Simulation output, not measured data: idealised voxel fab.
This is a process module. Its name is voxel spacer lines.
The figure presents cross-section cut, which has a width of 225 nm and is divided into square cells with an edge length of 5 nm.
Bands, listed from the top down, are how a cross-section gets written in this document; the cross-section itself is a grid of square cells, and a band is one or more rows of them.
Each band's line starts with the height of the band's top and of its bottom, in nm. Then come its materials from left to right, each with its width in nm. One material with "everywhere" fills the band from edge to edge. "air" is empty space.
Counting heights begins at 0, where everything beneath is, in the wafer as received, one material. The lowest band has no bottom; it goes on downwards, as "top 0, no bottom" shows.
When a width is written as two numbers, as in "30..40", the first number is the width in the top row of cells of the band and the second is the width in its bottom row, and the width changes by the same amount from each row to the next.
Where a step carries "no modification", the cross-section came out of it unchanged, cell for cell.
Reported under the label "Fully enclosed voids" are the empty spaces having no open way to the top and comprising 8 cells or more; the notation for each is width x height at distance, in which the distance is measured from the left edge and all three values are in nm.
Post-settings text on a step line: simulator's own remark regarding the step.
The "overlay nm" setting may appear on a step's line; for a step that uses a mask, it gives how far to the right of its planned position the mask lay, and a negative value indicates the left.

SET OUT BELOW ARE THE PLANNED STEPS OF THE PROCESS
1. op RECEIVE | material Si
2. op CONFORMAL_DEP | material Al2O3 | thk nm 10
3. op DIRECTIONAL_DEP | material TiN | thk nm 15
4. op DIRECTIONAL_DEP | material polySi | thk nm 20
5. op PATTERN | tone cover | mask id MANDREL | material resist | width nm 25 | pitch nm 80 | thk nm 30 | overlay nm -15
6. op DIRECTIONAL_ETCH | etch materials polySi | depth nm 20
7. op STRIP | etch materials resist
8. op CONFORMAL_DEP | material SiO2 | thk nm 15
9. op DIRECTIONAL_ETCH | etch materials SiO2 | depth nm 15
10. op STRIP | etch materials polySi
11. op DIRECTIONAL_ETCH | etch materials TiN | depth nm 15
12. op STRIP | etch materials SiO2
13. op FILL_DEP | material lowk | thk nm 10
14. op CMP | height nm 25
Wafer-to-wafer difference: overlay nm, step 5. Common start. Plan = first wafer's value.

RECEIVED WAFERS, FIRST OF SEVERAL: CROSS-SECTION AFTER STEP 1
  top 0, no bottom  Si everywhere
  Fully enclosed voids: none

EACH WAFER AT THE END: CELLS OF EACH MATERIAL GAINED (+) OR LOST (-) SINCE IT WAS RECEIVED, THEN ITS CLOSED VOIDS
overlay nm -15; +90 Al2O3; +36 TiN; +99 lowk; Fully enclosed voids: none
overlay nm -10; +90 Al2O3; +36 TiN; +99 lowk; Fully enclosed voids: none
overlay nm -5; +90 Al2O3; +36 TiN; +99 lowk; Fully enclosed voids: none
overlay nm 0; +90 Al2O3; +36 TiN; +99 lowk; Fully enclosed voids: none
overlay nm 5; +90 Al2O3; +36 TiN; +99 lowk; Fully enclosed voids: none
overlay nm 10; +90 Al2O3; +36 TiN; +99 lowk; Fully enclosed voids: none
overlay nm 15; +90 Al2O3; +36 TiN; +99 lowk; Fully enclosed voids: none
